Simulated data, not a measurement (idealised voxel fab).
Process module name: voxel transistor to metal
The width of the displayed cross-section, cut, is 280 nm; its cells are square, with a size of 5 nm.
Cross-section format: a grid of square cells, given as bands from top to bottom; each band is one or more rows of cells.
Top height, bottom height, nm. Materials left to right, width each, nm. Single material + "full width" = fills band edge to edge. "blank" = empty.
Height is counted from the level 0, under which the received wafer is composed throughout of one material. The lowest of the bands is not closed at the bottom but continues downward, in the notation "z 0 and below".
Width: "30->40" (first number = top row, second number = bottom row, same change from row to row of cells).
Given "nothing different" for a step, no cell of the cross-section differs between before and after that step.
The entry "Closed internal voids" lists the empty spaces that cover at least 8 cells and have no open path to the top. Each is written as width x height at distance, where the distance is measured from the left edge and all three values are in nm.
That trailing text on a step's line, after the settings, is the simulator's own remark on the step.
If you see "overlay nm" on a step's line and that step has a mask, it's telling you how far right of where it was planned the mask ended up; a negative number means it went left instead.
Process steps (planned)
- 1: op RECEIVE | material Si
- 2: op OXIDIZE | depth nm 5
- 3: op CONFORMAL_DEP | material SiN | thk nm 15
- 4: op MASKED_ETCH | tone cover | mask id ACTIVE | width nm 100 | pitch nm 130 | etch materials SiN | depth nm 15 | overlay nm 0
- 5: op MASKED_ETCH | tone cover | mask id ACTIVE | width nm 100 | pitch nm 130 | etch materials SiO2 | depth nm 5 | overlay nm 0
- 6: op MASKED_ETCH | tone cover | mask id ACTIVE | width nm 100 | pitch nm 130 | etch materials Si | depth nm 25 | overlay nm 0
- 7: op OXIDIZE | depth nm 5
- 8: op FILL_DEP | material SiO2 | thk nm 5
- 9: op CMP | height nm 15
- 10: op SELECTIVE_ETCH | etch materials SiO2 | depth nm 15
- 11: op STRIP | etch materials SiN
- 12: op SELECTIVE_ETCH | etch materials SiO2 | depth nm 5
- 13: op OXIDIZE | depth nm 5
- 14: op DIRECTIONAL_DEP | material polySi | thk nm 20
- 15: op DIRECTIONAL_DEP | material SiCN | thk nm 10
- 16: op MASKED_ETCH | tone cover | mask id GATE | width nm 20 | pitch nm 130 | etch materials SiCN | depth nm 20 | overlay nm 0
- 17: op MASKED_ETCH | tone cover | mask id GATE | width nm 20 | pitch nm 130 | etch materials polySi | depth nm 30 | overlay nm 0
- 18: op CONFORMAL_DEP | material SiN | thk nm 5
- 19: op DIRECTIONAL_ETCH | etch materials SiN | depth nm 5
- 20: op DIRECTIONAL_ETCH | etch materials SiO2 | depth nm 5
- 21: op EPI | material pSi | thk nm 5
- 22: op FILL_DEP | material SiO2 | thk nm 10
- 23: op CMP | height nm 25
- 24: op DIRECTIONAL_DEP | material SiO2 | thk nm 10
- 25: op DIRECTIONAL_DEP | material aC | thk nm 15
- 26: op PATTERN | tone open | mask id CONTACT | material resist | width nm 30 | thk nm 30 | overlay nm 0
- 27: op DIRECTIONAL_ETCH | etch materials aC | depth nm 15
- 28: op STRIP | etch materials resist
- 29: op DIRECTIONAL_ETCH | etch materials SiO2 | depth nm 40
- 30: op STRIP | etch materials aC
- 31: op CONFORMAL_DEP | material TiN | thk nm 5
- 32: op FILL_DEP | material W | thk nm 10
- 33: op CMP | height nm 35
- 34: op CONFORMAL_DEP | material SiN | thk nm 5
- 35: op DIRECTIONAL_DEP | material SiO2 | thk nm 15
- 36: op DIRECTIONAL_DEP | material aC | thk nm 10
- 37: op PATTERN | tone open | mask id METAL_1 | material resist | width nm 15 | thk nm 30 | overlay nm 0
- 38: op DIRECTIONAL_ETCH | etch materials aC | depth nm 10
- 39: op STRIP | etch materials resist
- 40: op DIRECTIONAL_ETCH | etch materials SiO2 | depth nm 5
- 41: op DIRECTIONAL_ETCH | etch materials SiN | depth nm 5
- 42: op STRIP | etch materials aC
- 43: op CONFORMAL_DEP | material TiN | thk nm 5
- 44: op FILL_DEP | material Cu | thk nm 10
- 45: op CMP | height nm 55
- 46: op CONFORMAL_DEP | material SiN | thk nm 5
For this document, wafers share an identical start and vary in the step 40 depth nm; the plan quotes the first wafer's value.
Cross-section: the first of several wafers in its as-received state, i.e. following step 1
- z 0 and below: Si full width
- Closed internal voids: none
Cross-sectional representation of the first of several wafers at the end of the module, i.e. after its terminal step, step 46
- z 60 to 55: SiN full width
- z 55 to 50: SiO2=30, then TiN=15, then SiO2=60, then TiN=15, then SiO2=40, then TiN=15, then SiO2=60, then TiN=15, then SiO2=30
- z 50 to 40: SiO2 full width
- z 40 to 35: SiN full width
- z 35 to 25: SiO2=30, then TiN=5, then W=20, then TiN=5, then SiO2=30, then TiN=5, then W=20, then TiN=5, then SiO2=40, then TiN=5, then W=20, then TiN=5, then SiO2=30, then TiN=5, then W=20, then TiN=5, then SiO2=30
- z 25 to 15: SiO2=30, then TiN=5, then W=20, then TiN=5, then SiN=5, then SiCN=20, then SiN=5, then TiN=5, then W=20, then TiN=5, then SiO2=40, then TiN=5, then W=20, then TiN=5, then SiN=5, then SiCN=20, then SiN=5, then TiN=5, then W=20, then TiN=5, then SiO2=30
- z 15 to 0: SiO2=30, then TiN=5, then W=20, then TiN=5, then SiN=5, then polySi=20, then SiN=5, then TiN=5, then W=20, then TiN=5, then SiO2=40, then TiN=5, then W=20, then TiN=5, then SiN=5, then polySi=20, then SiN=5, then TiN=5, then W=20, then TiN=5, then SiO2=30
- z 0 to -5: SiO2=30, then TiN=30, then SiN=5, then polySi=20, then SiN=5, then TiN=30, then SiO2=40, then TiN=30, then SiN=5, then polySi=20, then SiN=5, then TiN=30, then SiO2=30
- z -5 to -10: SiO2=25, then pSi=35, then SiO2=30, then pSi=35, then SiO2=30, then pSi=35, then SiO2=30, then pSi=35, then SiO2=25
- z -10 to -35: SiO2=30, then Si=90, then SiO2=40, then Si=90, then SiO2=30
- z -35 and below: Si full width
- Closed internal voids: none
Final wafer cross-section at module end
- z 60 to 55: SiN full width
- z 55 to 40: SiO2=30, then TiN=5, then Cu=5, then TiN=5, then SiO2=60, then TiN=5, then Cu=5, then TiN=5, then SiO2=40, then TiN=5, then Cu=5, then TiN=5, then SiO2=60, then TiN=5, then Cu=5, then TiN=5, then SiO2=30
- z 40 to 35: SiN=30, then TiN=15, then SiN=60, then TiN=15, then SiN=40, then TiN=15, then SiN=60, then TiN=15, then SiN=30
- z 35 to 25: SiO2=30, then TiN=5, then W=20, then TiN=5, then SiO2=30, then TiN=5, then W=20, then TiN=5, then SiO2=40, then TiN=5, then W=20, then TiN=5, then SiO2=30, then TiN=5, then W=20, then TiN=5, then SiO2=30
- z 25 to 15: SiO2=30, then TiN=5, then W=20, then TiN=5, then SiN=5, then SiCN=20, then SiN=5, then TiN=5, then W=20, then TiN=5, then SiO2=40, then TiN=5, then W=20, then TiN=5, then SiN=5, then SiCN=20, then SiN=5, then TiN=5, then W=20, then TiN=5, then SiO2=30
- z 15 to 0: SiO2=30, then TiN=5, then W=20, then TiN=5, then SiN=5, then polySi=20, then SiN=5, then TiN=5, then W=20, then TiN=5, then SiO2=40, then TiN=5, then W=20, then TiN=5, then SiN=5, then polySi=20, then SiN=5, then TiN=5, then W=20, then TiN=5, then SiO2=30
- z 0 to -5: SiO2=30, then TiN=30, then SiN=5, then polySi=20, then SiN=5, then TiN=30, then SiO2=40, then TiN=30, then SiN=5, then polySi=20, then SiN=5, then TiN=30, then SiO2=30
- z -5 to -10: SiO2=25, then pSi=35, then SiO2=30, then pSi=35, then SiO2=30, then pSi=35, then SiO2=30, then pSi=35, then SiO2=25
- z -10 to -35: SiO2=30, then Si=90, then SiO2=40, then Si=90, then SiO2=30
- z -35 and below: Si full width
- Closed internal voids: none
Per-wafer rows below. For each material: cells gained (+) or lost (-) since the wafer was received, as of end of module. Then: closed voids
depth nm 5 | -212 Si | +16 SiCN | +136 SiN | +468 SiO2 | +92 TiN | +112 W | +28 pSi | +32 polySi | Closed internal voids: none
depth nm 10 | +4 Cu | -212 Si | +16 SiCN | +136 SiN | +456 SiO2 | +100 TiN | +112 W | +28 pSi | +32 polySi | Closed internal voids: none
depth nm 15 | +12 Cu | -212 Si | +16 SiCN | +124 SiN | +444 SiO2 | +116 TiN | +112 W | +28 pSi | +32 polySi | Closed internal voids: none
depth nm 20 | +12 Cu | -212 Si | +16 SiCN | +124 SiN | +444 SiO2 | +116 TiN | +112 W | +28 pSi | +32 polySi | Closed internal voids: none
depth nm 25 | +12 Cu | -212 Si | +16 SiCN | +124 SiN | +444 SiO2 | +116 TiN | +112 W | +28 pSi | +32 polySi | Closed internal voids: none
depth nm 30 | +12 Cu | -212 Si | +16 SiCN | +124 SiN | +444 SiO2 | +116 TiN | +112 W | +28 pSi | +32 polySi | Closed internal voids: none
